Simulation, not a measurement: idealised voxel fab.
Module name: voxel spacer lines (process module)
Pictured: cross-section cut, 280 nm wide, on a grid of 5 nm square cells.
Just so we're on the same page, the cross-sections are grids of square cells, and they're listed out in bands top to bottom, each band one or more rows deep.
A band entry consists of two parts. The first gives the height of the band's top and the height of its bottom, in nm. The rest lists the band's materials from left to right, each with its width in nm. A single material labelled with the word "throughout" fills the band from edge to edge, and the word "blank" marks empty space.
Heights are expressed relative to 0, this being the level below which the as-received wafer comprises one material exclusively. The lowest band is unbounded in the downward direction and is denoted as in "0 down".
You'd read "30 to 40" like this: the band's top row of cells is as wide as the first number, its bottom row is as wide as the second, and going down, every row changes width by the same amount as the row before did.
Reading "nothing was modified" for a step: not a cell of the cross-section changed in it.
"Unvented voids" specifies each empty space that is not open to the top and that occupies no fewer than 8 cells, using the form width x height at distance, the distance measured from the left edge and all three quantities in nm.
Heads up: the bit after the settings on a step's line is the simulator's remark on that step.
Steps that use a mask can have "overlay nm" on their line. It says how far the mask sat to the right of where it was meant to be. Negative means to the left.
SO HERE'S THE LINEUP OF PROCESS STEPS WE PLANNED
step 1: RECEIVE (material Si)
step 2: CONFORMAL_DEP (material Al2O3; thk nm 5)
step 3: DIRECTIONAL_DEP (material SiN; thk nm 20)
step 4: DIRECTIONAL_DEP (material polySi; thk nm 25)
step 5: PATTERN (tone cover; mask id MANDREL; material resist; width nm 15; pitch nm 60; thk nm 30; overlay nm 0)
step 6: DIRECTIONAL_ETCH (etch materials polySi; depth nm 25)
step 7: STRIP (etch materials resist)
step 8: CONFORMAL_DEP (material SiO2; thk nm 10)
step 9: DIRECTIONAL_ETCH (etch materials SiO2; depth nm 10)
step 10: STRIP (etch materials polySi)
step 11: DIRECTIONAL_ETCH (etch materials SiN; depth nm 20)
step 12: STRIP (etch materials SiO2)
Quick note for whoever runs this: the wafers start identical, but the width nm at step 5 isn't the same across them. The plan just shows what the first wafer had.
STEP 1 COMPLETE: AS-RECEIVED CROSS-SECTION OF THE FIRST OF SEVERAL WAFERS
    0 down | Si throughout
    Unvented voids: none
WAFER ROWS; END OF MODULE; CELLS PER MATERIAL SINCE RECEIPT: (+) GAINED, (-) LOST; THEN CLOSED VOIDS
width nm 15; +56 Al2O3; +48 SiN; Unvented voids: none
width nm 20; +56 Al2O3; +48 SiN; Unvented voids: none
width nm 25; +56 Al2O3; +48 SiN; Unvented voids: none
width nm 30; +56 Al2O3; +48 SiN; Unvented voids: none
width nm 35; +56 Al2O3; +48 SiN; Unvented voids: none
